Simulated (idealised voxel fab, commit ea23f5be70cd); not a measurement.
Module name: voxel wiring stack (process module)
Square cells of 5 nm make up the cross-section cut, whose width is 275 nm.
This document writes a cross-section as a grid whose cells are square, and gives it as bands, listed from the top down; one or more rows of cells form a band. The entry gives the band's vertical extent as a top height and a bottom height in nm, then its horizontal make-up as materials from left to right, each with a width in nm. "air" stands for empty space; a single material marked "full width" fills the band edge to edge. All heights in this document are referenced to 0, defined as the level beneath which the wafer, as received, consists entirely of one material. The lowest band is not bounded below; it extends indefinitely downward and is written in the form "z 0 and below". You'd read "30 to 40" like this: the band's top row of cells is as wide as the first number, its bottom row is as wide as the second, and going down, every row changes width by the same amount as the row before did. "nothing changed" for a step: no cell of the cross-section changed in that step. "Sealed voids": sealed empty spaces, 8 cells or more, no open way to top, listed width x height at distance, with distance from the left edge and width, height and distance in nm. after a step's settings: what the simulator itself notes on the step. Each step line may optionally specify "overlay nm", which for a step with a mask gives the rightward distance between the mask's planned place and where it lay, a negative value indicating the leftward direction.
# This section lists the process steps that were planned
1) RECEIVE | material Si
2) CONFORMAL_DEP | material SiO2 | thk nm 10
3) DIRECTIONAL_DEP | material TiN | thk nm 5
4) DIRECTIONAL_DEP | material Ru | thk nm 20
5) DIRECTIONAL_DEP | material aC | thk nm 10
6) PATTERN | tone cover | mask id METAL_1 | material resist | width nm 25 | pitch nm 40 | thk nm 25 | overlay nm 0
7) DIRECTIONAL_ETCH | etch materials aC | depth nm 10
8) STRIP | etch materials resist
9) DIRECTIONAL_ETCH | etch materials Ru | depth nm 20
10) DIRECTIONAL_ETCH | etch materials TiN | depth nm 5
11) STRIP | etch materials aC
12) CONFORMAL_DEP | material SiN | thk nm 5
13) FILL_DEP | material lowk | thk nm 5
14) CMP | height nm 35
15) CONFORMAL_DEP | material SiCN | thk nm 5
16) DIRECTIONAL_DEP | material lowk | thk nm 20
17) PATTERN | tone open | mask id PLUG_1 | material resist | width nm 15 | pitch nm 80 | thk nm 20 | overlay nm 0
18) DIRECTIONAL_ETCH | etch materials lowk | depth nm 20
19) DIRECTIONAL_ETCH | etch materials SiCN | depth nm 5
20) STRIP | etch materials resist
21) EPI | material Ru | thk nm 10
22) EPI | material Ru | thk nm 10
23) EPI | material Ru | thk nm 5
24) DIRECTIONAL_DEP | material TiN | thk nm 5
25) DIRECTIONAL_DEP | material W | thk nm 25
26) DIRECTIONAL_DEP | material aC | thk nm 10
27) PATTERN | tone cover | mask id METAL_2 | material resist | width nm 25 | pitch nm 40 | thk nm 30 | overlay nm 0
28) DIRECTIONAL_ETCH | etch materials aC | depth nm 10
29) STRIP | etch materials resist
30) DIRECTIONAL_ETCH | etch materials W | depth nm 25
31) DIRECTIONAL_ETCH | etch materials TiN | depth nm 5
32) STRIP | etch materials aC
33) FILL_DEP | material lowk | thk nm 10
34) CMP | height nm 90
35) CONFORMAL_DEP | material SiN | thk nm 5
# As received (post step 1): cross-section
    z 0 and below: Si full width
    Sealed voids: none
# Here's the cross-section of the first of our two wafers at the end of the module - it ran as planned
    z 95 to 90: SiN full width
    z 90 to 65: 65 of lowk, then 25 of W, then 15 of lowk, then 25 of W, then 15 of lowk, then 25 of W, then 15 of lowk, then 25 of W, then 65 of lowk
    z 65 to 60: 65 of lowk, then 25 of TiN, then 15 of lowk, then 25 of TiN, then 15 of lowk, then 25 of TiN, then 15 of lowk, then 25 of TiN, then 65 of lowk
    z 60 to 40: 65 of lowk, then 15 of Ru, then 65 of lowk, then 15 of Ru, then 115 of lowk
    z 40 to 35: 65 of SiCN, then 15 of Ru, then 65 of SiCN, then 15 of Ru, then 115 of SiCN
    z 35 to 15: 60 of lowk, then 5 of SiN, then 25 of Ru, then 5 of SiN, then 5 of lowk, then 5 of SiN, then 25 of Ru, then 5 of SiN, then 5 of lowk, then 5 of SiN, then 25 of Ru, then 5 of SiN, then 5 of lowk, then 5 of SiN, then 25 of Ru, then 5 of SiN, then 60 of lowk
    z 15 to 10: 65 of SiN, then 25 of TiN, then 15 of SiN, then 25 of TiN, then 15 of SiN, then 25 of TiN, then 15 of SiN, then 25 of TiN, then 65 of SiN
    z 10 to 0: SiO2 full width
    z 0 and below: Si full width
    Sealed voids: none
# Wafer two, end of module, cross-section. Same start, same plan as wafer one. One mistake in the run
    z 95 to 90: SiN full width
    z 90 to 65: 70 of lowk, then 20 of W, then 20 of lowk, then 20 of W, then 20 of lowk, then 20 of W, then 20 of lowk, then 20 of W, then 65 of lowk
    z 65 to 60: 70 of lowk, then 20 of TiN, then 20 of lowk, then 20 of TiN, then 20 of lowk, then 20 of TiN, then 20 of lowk, then 20 of TiN, then 65 of lowk
    z 60 to 40: 65 of lowk, then 15 of Ru, then 65 of lowk, then 15 of Ru, then 115 of lowk
    z 40 to 35: 65 of SiCN, then 15 of Ru, then 65 of SiCN, then 15 of Ru, then 115 of SiCN
    z 35 to 15: 60 of lowk, then 5 of SiN, then 25 of Ru, then 5 of SiN, then 5 of lowk, then 5 of SiN, then 25 of Ru, then 5 of SiN, then 5 of lowk, then 5 of SiN, then 25 of Ru, then 5 of SiN, then 5 of lowk, then 5 of SiN, then 25 of Ru, then 5 of SiN, then 60 of lowk
    z 15 to 10: 65 of SiN, then 25 of TiN, then 15 of SiN, then 25 of TiN, then 15 of SiN, then 25 of TiN, then 15 of SiN, then 25 of TiN, then 65 of SiN
    z 10 to 0: SiO2 full width
    z 0 and below: Si full width
    Sealed voids: none
What was done differently from what was planned? so step 27 ended up running with a different setting than we planned, it ran as PATTERN | tone cover | mask id METAL_2 | material resist | width nm 20 | pitch nm 40 | thk nm 30 | overlay nm 0
The closing comparison, in cells, has the second wafer with more or fewer of some materials than the first: -4 TiN | -20 W | +24 lowk
